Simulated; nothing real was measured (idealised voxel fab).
Module name: voxel capacitor over wiring (process module)
Shown is cross-section cut, with a width of 270 nm and square cells of size 5 nm.
Cross-section = grid of square cells, listed top down in bands; band = one or more rows. Band: top and bottom heights (nm) first, top before bottom; then materials from left to right, widths in nm. "everywhere" marks a sole material filling the band edge to edge. "blank" denotes empty space. Height 0 is the level under which the wafer as received is all one material. The lowest band goes on downwards, as in "0 and below". A width given as "30..40" starts at the first number in the band's top row and ends at the second number in its bottom row, shifting by an equal amount at every step from row to row. Where the words "stayed the same" appear for a step, the cross-section shows no cell changed by that step; every cell remained as before. Enclosed voids (no open way to top), threshold 8 cells or more, entry "Closed void listing", notation width x height at distance, distance from left edge, nm. Text after the settings on a step's line: the simulator's own remark on that step. A step line may carry the setting "overlay nm", which, for steps involving a mask, states the distance by which the mask lay to the right of its intended position; negative values denote displacement to the left.
The process steps that were planned are listed below:
1 op RECEIVE | material Si
2 op CONFORMAL_DEP | material SiO2 | thk nm 10
3 op CONFORMAL_DEP | material SiN | thk nm 5
4 op DIRECTIONAL_DEP | material SiO2 | thk nm 20
5 op MASKED_ETCH | tone open | mask id METAL_1 | width nm 20 | pitch nm 85 | etch materials SiO2 | depth nm 20 | overlay nm 0
6 op MASKED_ETCH | tone open | mask id METAL_1 | width nm 20 | pitch nm 85 | etch materials SiN | depth nm 5 | overlay nm 0
7 op CONFORMAL_DEP | material TiN | thk nm 5
8 op FILL_DEP | material Cu | thk nm 10
9 op CMP | height nm 35
10 op CONFORMAL_DEP | material SiCN | thk nm 5
11 op DIRECTIONAL_DEP | material lowk | thk nm 20
12 op DIRECTIONAL_DEP | material aC | thk nm 15
13 op PATTERN | tone open | mask id PLUG_1 | material resist | width nm 15 | thk nm 35 | overlay nm 0
14 op DIRECTIONAL_ETCH | etch materials aC | depth nm 15
15 op STRIP | etch materials resist
16 op DIRECTIONAL_ETCH | etch materials lowk | depth nm 20
17 op DIRECTIONAL_ETCH | etch materials SiCN | depth nm 5
18 op STRIP | etch materials aC
19 op CONFORMAL_DEP | material TiN | thk nm 5
20 op FILL_DEP | material Ru | thk nm 5
21 op CMP | height nm 60
22 op DIRECTIONAL_DEP | material TiN | thk nm 10
23 op DIRECTIONAL_DEP | material HfO2 | thk nm 5
24 op DIRECTIONAL_DEP | material TiN | thk nm 5
25 op DIRECTIONAL_DEP | material aC | thk nm 10
26 op PATTERN | tone cover | mask id UPPER_PLATE | material resist | width nm 70 | thk nm 25 | overlay nm 0
27 op DIRECTIONAL_ETCH | etch materials aC | depth nm 10
28 op STRIP | etch materials resist
29 op DIRECTIONAL_ETCH | etch materials TiN | depth nm 5
30 op DIRECTIONAL_ETCH | etch materials HfO2 | depth nm 5
31 op STRIP | etch materials aC
32 op DIRECTIONAL_DEP | material aC | thk nm 15
33 op PATTERN | tone cover | mask id LOWER_PLATE | material resist | width nm 80 | thk nm 30 | overlay nm 0
34 op DIRECTIONAL_ETCH | etch materials aC | depth nm 15
35 op STRIP | etch materials resist
36 op DIRECTIONAL_ETCH | etch materials TiN | depth nm 10
37 op STRIP | etch materials aC
38 op FILL_DEP | material SiO2 | thk nm 20
39 op CMP | height nm 95
40 op PATTERN | tone open | mask id PLUG_2 | material resist | width nm 15 | thk nm 15 | overlay nm 0
41 op DIRECTIONAL_ETCH | etch materials SiO2 | depth nm 15
42 op STRIP | etch materials resist
43 op CONFORMAL_DEP | material TiN | thk nm 5
44 op FILL_DEP | material Cu | thk nm 10
45 op CMP | height nm 95
46 op CONFORMAL_DEP | material SiCN | thk nm 5
What follows covers the first of two wafers; it ran as planned:
Cross-sectional view of the wafer in its as-received condition, corresponding to the state after step 1:
    0 and below = Si everywhere
    Closed void listing: none
Cross-section of the wafer after step 2:
    10 down to 0 = SiO2 everywhere
    Beneath the level 0, the cross-section is identical to its previous state.
Cross-section of the wafer after step 3:
    15 down to 10 = SiN everywhere
    Beneath the level 10, the cross-section is identical to its previous state.
Cross-section of the wafer after step 4:
    35 down to 15 = SiO2 everywhere
    Beneath the level 15, the cross-section is identical to its previous state.
Cross-section of the wafer after step 5:
    35 down to 15 = 80 nm SiO2 | 20 nm blank | 65 nm SiO2 | 20 nm blank | 85 nm SiO2
    Beneath the level 15, the cross-section is identical to its previous state.
Cross-section of the wafer after step 6:
    35 down to 15 = 80 nm SiO2 | 20 nm blank | 65 nm SiO2 | 20 nm blank | 85 nm SiO2
    15 down to 10 = 80 nm SiN | 20 nm blank | 65 nm SiN | 20 nm blank | 85 nm SiN
    Beneath the level 10, the cross-section is identical to its previous state.
Cross-section of the wafer after step 7:
    40 down to 35 = 85 nm TiN | 10 nm blank | 75 nm TiN | 10 nm blank | 90 nm TiN
    35 down to 15 = 80 nm SiO2 | 5 nm TiN | 10 nm blank | 5 nm TiN | 65 nm SiO2 | 5 nm TiN | 10 nm blank | 5 nm TiN | 85 nm SiO2
    15 down to 10 = 80 nm SiN | 20 nm TiN | 65 nm SiN | 20 nm TiN | 85 nm SiN
    Beneath the level 10, the cross-section is identical to its previous state.
Cross-section of the wafer after step 8:
    50 down to 40 = Cu everywhere
    40 down to 35 = 85 nm TiN | 10 nm Cu | 75 nm TiN | 10 nm Cu | 90 nm TiN
    35 down to 15 = 80 nm SiO2 | 5 nm TiN | 10 nm Cu | 5 nm TiN | 65 nm SiO2 | 5 nm TiN | 10 nm Cu | 5 nm TiN | 85 nm SiO2
    Beneath the level 15, the cross-section is identical to its previous state.
Cross-section of the wafer after step 9:
    35 down to 15 = 80 nm SiO2 | 5 nm TiN | 10 nm Cu | 5 nm TiN | 65 nm SiO2 | 5 nm TiN | 10 nm Cu | 5 nm TiN | 85 nm SiO2
    Beneath the level 15, the cross-section is identical to its previous state.
Cross-section of the wafer after step 10:
    40 down to 35 = SiCN everywhere
    Beneath the level 35, the cross-section is identical to its previous state.
Cross-section of the wafer after step 11:
    60 down to 40 = lowk everywhere
    Beneath the level 40, the cross-section is identical to its previous state.
Cross-section of the wafer after step 12:
    75 down to 60 = aC everywhere
    Beneath the level 60, the cross-section is identical to its previous state.
Cross-section of the wafer after step 13:
    110 down to 75 = 85 nm resist | 15 nm blank | 170 nm resist
    Beneath the level 75, the cross-section is identical to its previous state.
Cross-section of the wafer after step 14:
    95 down to 75 = 85 nm resist | 15 nm blank | 170 nm resist
    75 down to 60 = 85 nm aC | 15 nm blank | 170 nm aC
    Beneath the level 60, the cross-section is identical to its previous state.
Cross-section of the wafer after step 15:
    75 down to 60 = 85 nm aC | 15 nm blank | 170 nm aC
    Beneath the level 60, the cross-section is identical to its previous state.
Cross-section of the wafer after step 16:
    75 down to 60 = 85 nm aC | 15 nm blank | 170 nm aC
    60 down to 40 = 85 nm lowk | 15 nm blank | 170 nm lowk
    Beneath the level 40, the cross-section is identical to its previous state.
Cross-section of the wafer after step 17:
    75 down to 60 = 85 nm aC | 15 nm blank | 170 nm aC
    60 down to 40 = 85 nm lowk | 15 nm blank | 170 nm lowk
    40 down to 35 = 85 nm SiCN | 15 nm blank | 170 nm SiCN
    Beneath the level 35, the cross-section is identical to its previous state.
Cross-section of the wafer after step 18:
    60 down to 40 = 85 nm lowk | 15 nm blank | 170 nm lowk
    Beneath the level 40, the cross-section is identical to its previous state.
Cross-section of the wafer after step 19:
    65 down to 60 = 90 nm TiN | 5 nm blank | 175 nm TiN
    60 down to 40 = 85 nm lowk | 5 nm TiN | 5 nm blank | 5 nm TiN | 170 nm lowk
    40 down to 35 = 85 nm SiCN | 15 nm TiN | 170 nm SiCN
    Beneath the level 35, the cross-section is identical to its previous state.
Cross-section of the wafer after step 20:
    70 down to 65 = Ru everywhere
    65 down to 60 = 90 nm TiN | 5 nm Ru | 175 nm TiN
    60 down to 40 = 85 nm lowk | 5 nm TiN | 5 nm Ru | 5 nm TiN | 170 nm lowk
    Beneath the level 40, the cross-section is identical to its previous state.
Cross-section of the wafer after step 21:
    60 down to 40 = 85 nm lowk | 5 nm TiN | 5 nm Ru | 5 nm TiN | 170 nm lowk
    Beneath the level 40, the cross-section is identical to its previous state.
Cross-section of the wafer after step 22:
    70 down to 60 = TiN everywhere
    Beneath the level 60, the cross-section is identical to its previous state.
Cross-section of the wafer after step 23:
    75 down to 70 = HfO2 everywhere
    Beneath the level 70, the cross-section is identical to its previous state.
Cross-section of the wafer after step 24:
    80 down to 75 = TiN everywhere
    Beneath the level 75, the cross-section is identical to its previous state.
Cross-section of the wafer after step 25:
    90 down to 80 = aC everywhere
    Beneath the level 80, the cross-section is identical to its previous state.
Cross-section of the wafer after step 26:
    115 down to 90 = 85 nm blank | 70 nm resist | 115 nm blank
    Beneath the level 90, the cross-section is identical to its previous state.
Cross-section of the wafer after step 27:
    105 down to 90 = 85 nm blank | 70 nm resist | 115 nm blank
    90 down to 80 = 85 nm blank | 70 nm aC | 115 nm blank
    Beneath the level 80, the cross-section is identical to its previous state.
Cross-section of the wafer after step 28:
    90 down to 80 = 85 nm blank | 70 nm aC | 115 nm blank
    Beneath the level 80, the cross-section is identical to its previous state.
Cross-section of the wafer after step 29:
    90 down to 80 = 85 nm blank | 70 nm aC | 115 nm blank
    80 down to 75 = 85 nm blank | 70 nm TiN | 115 nm blank
    Beneath the level 75, the cross-section is identical to its previous state.
Cross-section of the wafer after step 30:
    90 down to 80 = 85 nm blank | 70 nm aC | 115 nm blank
    80 down to 75 = 85 nm blank | 70 nm TiN | 115 nm blank
    75 down to 70 = 85 nm blank | 70 nm HfO2 | 115 nm blank
    Beneath the level 70, the cross-section is identical to its previous state.
Cross-section of the wafer after step 31:
    80 down to 75 = 85 nm blank | 70 nm TiN | 115 nm blank
    Beneath the level 75, the cross-section is identical to its previous state.
Cross-section of the wafer after step 32:
    95 down to 85 = 85 nm blank | 70 nm aC | 115 nm blank
    85 down to 80 = aC everywhere
    80 down to 75 = 85 nm aC | 70 nm TiN | 115 nm aC
    75 down to 70 = 85 nm aC | 70 nm HfO2 | 115 nm aC
    Beneath the level 70, the cross-section is identical to its previous state.
Cross-section of the wafer after step 33:
    125 down to 95 = 80 nm blank | 80 nm resist | 110 nm blank
    95 down to 85 = 80 nm blank | 5 nm resist | 70 nm aC | 5 nm resist | 110 nm blank
    Beneath the level 85, the cross-section is identical to its previous state.
Cross-section of the wafer after step 34:
    110 down to 95 = 80 nm blank | 80 nm resist | 110 nm blank
    95 down to 85 = 80 nm blank | 5 nm resist | 70 nm aC | 5 nm resist | 110 nm blank
    85 down to 80 = 80 nm blank | 80 nm aC | 110 nm blank
    80 down to 75 = 80 nm blank | 5 nm aC | 70 nm TiN | 5 nm aC | 110 nm blank
    75 down to 70 = 80 nm blank | 5 nm aC | 70 nm HfO2 | 5 nm aC | 110 nm blank
    Beneath the level 70, the cross-section is identical to its previous state.
Cross-section of the wafer after step 35:
    95 down to 85 = 85 nm blank | 70 nm aC | 115 nm blank
    Beneath the level 85, the cross-section is identical to its previous state.
Cross-section of the wafer after step 36:
    95 down to 85 = 85 nm blank | 70 nm aC | 115 nm blank
    85 down to 80 = 80 nm blank | 80 nm aC | 110 nm blank
    80 down to 75 = 80 nm blank | 5 nm aC | 70 nm TiN | 5 nm aC | 110 nm blank
    75 down to 70 = 80 nm blank | 5 nm aC | 70 nm HfO2 | 5 nm aC | 110 nm blank
    70 down to 60 = 80 nm blank | 80 nm TiN | 110 nm blank
    Beneath the level 60, the cross-section is identical to its previous state.
Cross-section of the wafer after step 37:
    80 down to 75 = 85 nm blank | 70 nm TiN | 115 nm blank
    75 down to 70 = 85 nm blank | 70 nm HfO2 | 115 nm blank
    Beneath the level 70, the cross-section is identical to its previous state.
Cross-section of the wafer after step 38:
    100 down to 80 = SiO2 everywhere
    80 down to 75 = 85 nm SiO2 | 70 nm TiN | 115 nm SiO2
    75 down to 70 = 85 nm SiO2 | 70 nm HfO2 | 115 nm SiO2
    70 down to 60 = 80 nm SiO2 | 80 nm TiN | 110 nm SiO2
    Beneath the level 60, the cross-section is identical to its previous state.
Cross-section of the wafer after step 39:
    95 down to 80 = SiO2 everywhere
    Beneath the level 80, the cross-section is identical to its previous state.
Cross-section of the wafer after step 40:
    110 down to 95 = 95 nm resist | 15 nm blank | 160 nm resist
    Beneath the level 95, the cross-section is identical to its previous state.
Cross-section of the wafer after step 41:
    110 down to 95 = 95 nm resist | 15 nm blank | 160 nm resist
    95 down to 80 = 95 nm SiO2 | 15 nm blank | 160 nm SiO2
    Beneath the level 80, the cross-section is identical to its previous state.
Cross-section of the wafer after step 42:
    95 down to 80 = 95 nm SiO2 | 15 nm blank | 160 nm SiO2
    Beneath the level 80, the cross-section is identical to its previous state.
Cross-section of the wafer after step 43:
    100 down to 95 = 100 nm TiN | 5 nm blank | 165 nm TiN
    95 down to 85 = 95 nm SiO2 | 5 nm TiN | 5 nm blank | 5 nm TiN | 160 nm SiO2
    85 down to 75 = 95..85 nm SiO2 | 15..70 nm TiN | 160..115 nm SiO2
    Beneath the level 75, the cross-section is identical to its previous state.
Cross-section of the wafer after step 44:
    110 down to 100 = Cu everywhere
    100 down to 95 = 100 nm TiN | 5 nm Cu | 165 nm TiN
    95 down to 85 = 95 nm SiO2 | 5 nm TiN | 5 nm Cu | 5 nm TiN | 160 nm SiO2
    Beneath the level 85, the cross-section is identical to its previous state.
Cross-section of the wafer after step 45:
    95 down to 85 = 95 nm SiO2 | 5 nm TiN | 5 nm Cu | 5 nm TiN | 160 nm SiO2
    Beneath the level 85, the cross-section is identical to its previous state.
Cross-section of the wafer after step 46:
    100 down to 95 = SiCN everywhere
    Beneath the level 95, the cross-section is identical to its previous state.
Wafer two: like wafer one in start and plan, but with one mistake in execution; identical up to and including step 37:
Second wafer cross-section, taken as of the time the plan sets for step 38 to be done:
    100 down to 80 = aC everywhere
    80 down to 75 = 85 nm aC | 70 nm TiN | 115 nm aC
    75 down to 70 = 85 nm aC | 70 nm HfO2 | 115 nm aC
    70 down to 60 = 80 nm aC | 80 nm TiN | 110 nm aC
    Beneath the level 60, the cross-section is identical to its previous state.
Second wafer cross-section, taken as of the time the plan sets for step 39 to be done:
    95 down to 80 = aC everywhere
    Beneath the level 80, the cross-section is identical to its previous state.
Second wafer cross-section, taken as of the time the plan sets for step 40 to be done:
    110 down to 95 = 95 nm resist | 15 nm blank | 160 nm resist
    Beneath the level 95, the cross-section is identical to its previous state.
Second wafer cross-section, taken as of the time the plan sets for step 41 to be done: stayed the same
Second wafer cross-section, taken as of the time the plan sets for step 42 to be done:
    95 down to 80 = aC everywhere
    Beneath the level 80, the cross-section is identical to its previous state.
Second wafer cross-section, taken as of the time the plan sets for step 43 to be done:
    100 down to 95 = TiN everywhere
    Beneath the level 95, the cross-section is identical to its previous state.
Second wafer cross-section, taken as of the time the plan sets for step 44 to be done:
    110 down to 100 = Cu everywhere
    Beneath the level 100, the cross-section is identical to its previous state.
Second wafer cross-section, taken as of the time the plan sets for step 45 to be done:
    95 down to 80 = aC everywhere
    Beneath the level 80, the cross-section is identical to its previous state.
Second wafer cross-section, taken as of the time the plan sets for step 46 to be done:
    100 down to 95 = SiCN everywhere
    Beneath the level 95, the cross-section is identical to its previous state.
Misprocessing identified: step 38 did not use the planned setting and instead ran as op FILL_DEP | material aC | thk nm 20
Final wafer comparison in cells, second versus first, more or fewer per material: Cu: 2 fewer | SiO2: 309 fewer | TiN: 7 fewer | aC: 318 more
